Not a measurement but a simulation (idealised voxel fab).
process module | voxel capacitor over wiring
cross-section cut | 140 nm wide | cells 5 nm
A cross-section is a grid of square cells, given in bands from the top down. A band is one or more rows of cells.
Each band's line starts with the height of the band's top and of its bottom, in nm. Then come its materials from left to right, each with its width in nm. One material with "throughout" fills the band from edge to edge. "air" is empty space.
Height 0 is the level under which the wafer as received is all one material. The lowest band goes on downwards, as in "0 down".
A width such as "30 to 40" changes by the same amount from each row of cells to the next, from the band's top row to its bottom row.
"no change" after a step means that no cell of the cross-section changed.
closed voids: empty space of 8 cells or more with no open way to the top, each as width x height at its distance from the left edge, in nm
after a step's settings: what the simulator itself notes on the step
overlay nm, on a step with a mask: how far to the right of its planned place the mask lay; to the left if negative
plan
1 op RECEIVE | material Si
2 op CONFORMAL_DEP | material SiO2 | thk nm 15
3 op DIRECTIONAL_DEP | material TiN | thk nm 5
4 op DIRECTIONAL_DEP | material W | thk nm 25
5 op MASKED_ETCH | tone cover | mask id METAL_1 | width nm 20 | pitch nm 75 | etch materials W | depth nm 25 | overlay nm 0
6 op MASKED_ETCH | tone cover | mask id METAL_1 | width nm 20 | pitch nm 75 | etch materials TiN | depth nm 5 | overlay nm 0
7 op FILL_DEP | material lowk | thk nm 5
8 op CMP | height nm 45
9 op CONFORMAL_DEP | material SiCN | thk nm 5
10 op DIRECTIONAL_DEP | material lowk | thk nm 15
11 op PATTERN | tone open | mask id PLUG_1 | material resist | width nm 15 | thk nm 20 | overlay nm 0
12 op DIRECTIONAL_ETCH | etch materials lowk | depth nm 15
13 op DIRECTIONAL_ETCH | etch materials SiCN | depth nm 5
14 op STRIP | etch materials resist
15 op EPI | material Ru | thk nm 10
16 op EPI | material Ru | thk nm 10
17 op DIRECTIONAL_DEP | material TiN | thk nm 5
18 op DIRECTIONAL_DEP | material SiN | thk nm 5
19 op DIRECTIONAL_DEP | material TiN | thk nm 10
20 op PATTERN | tone cover | mask id UPPER_PLATE | material resist | width nm 60 | thk nm 20 | overlay nm 0
21 op DIRECTIONAL_ETCH | etch materials TiN | depth nm 10
22 op DIRECTIONAL_ETCH | etch materials SiN | depth nm 5
23 op STRIP | etch materials resist
24 op DIRECTIONAL_DEP | material aC | thk nm 10
25 op PATTERN | tone cover | mask id LOWER_PLATE | material resist | width nm 70 | thk nm 30 | overlay nm 0
26 op DIRECTIONAL_ETCH | etch materials aC | depth nm 10
27 op STRIP | etch materials resist
28 op DIRECTIONAL_ETCH | etch materials TiN | depth nm 5
29 op STRIP | etch materials aC
30 op FILL_DEP | material SiO2 | thk nm 15
31 op CMP | height nm 95
32 op MASKED_ETCH | tone open | mask id PLUG_2 | width nm 15 | etch materials SiO2 | depth nm 10 | overlay nm 0
33 op CONFORMAL_DEP | material TiN | thk nm 5
34 op FILL_DEP | material Cu | thk nm 5
35 op CMP | height nm 95
36 op CONFORMAL_DEP | material SiCN | thk nm 5
as received, after step 1
  0 down: Si throughout
  closed voids: none
first wafer at the end, as planned
  100 to 95: SiCN throughout
  95 to 90: SiO2 35 | TiN 5 | Cu 5 | TiN 5 | SiO2 90
  90 to 85: SiO2 35 | TiN 15 | SiO2 90
  85 to 75: SiO2 25 | TiN 60 | SiO2 55
  75 to 70: SiO2 25 | SiN 60 | SiO2 55
  70 to 65: SiO2 20 | TiN 70 | SiO2 50
  65 to 50: lowk 25 | Ru 15 | lowk 100
  50 to 45: SiCN 25 | Ru 15 | SiCN 100
  45 to 20: lowk 20 | W 20 | lowk 55 | W 20 | lowk 25
  20 to 15: lowk 20 | TiN 20 | lowk 55 | TiN 20 | lowk 25
  15 to 0: SiO2 throughout
  0 down: Si throughout
  closed voids: none
second wafer at the end: like start, like plan, one mistake
  100 to 95: SiCN throughout
  95 to 90: SiO2 35 | TiN 5 | Cu 5 | TiN 5 | SiO2 90
  90 to 85: SiO2 35 | TiN 15 | SiO2 90
  85 to 75: SiO2 25 | TiN 60 | SiO2 55
  75 to 70: SiO2 25 | SiN 60 | SiO2 55
  70 to 65: SiO2 20 | TiN 70 | SiO2 50
  65 to 50: lowk 35 | Ru 15 | lowk 90
  50 to 45: SiCN 35 | Ru 15 | SiCN 90
  45 to 20: lowk 20 | W 20 | lowk 55 | W 20 | lowk 25
  20 to 15: lowk 20 | TiN 20 | lowk 55 | TiN 20 | lowk 25
  15 to 0: SiO2 throughout
  0 down: Si throughout
  closed voids: none
what went wrong: step 11 ran as: op PATTERN | tone open | mask id PLUG_1 | material resist | width nm 15 | thk nm 20 | overlay nm 10
at the end the second wafer has, in cells: as many of each material as the first, in other places
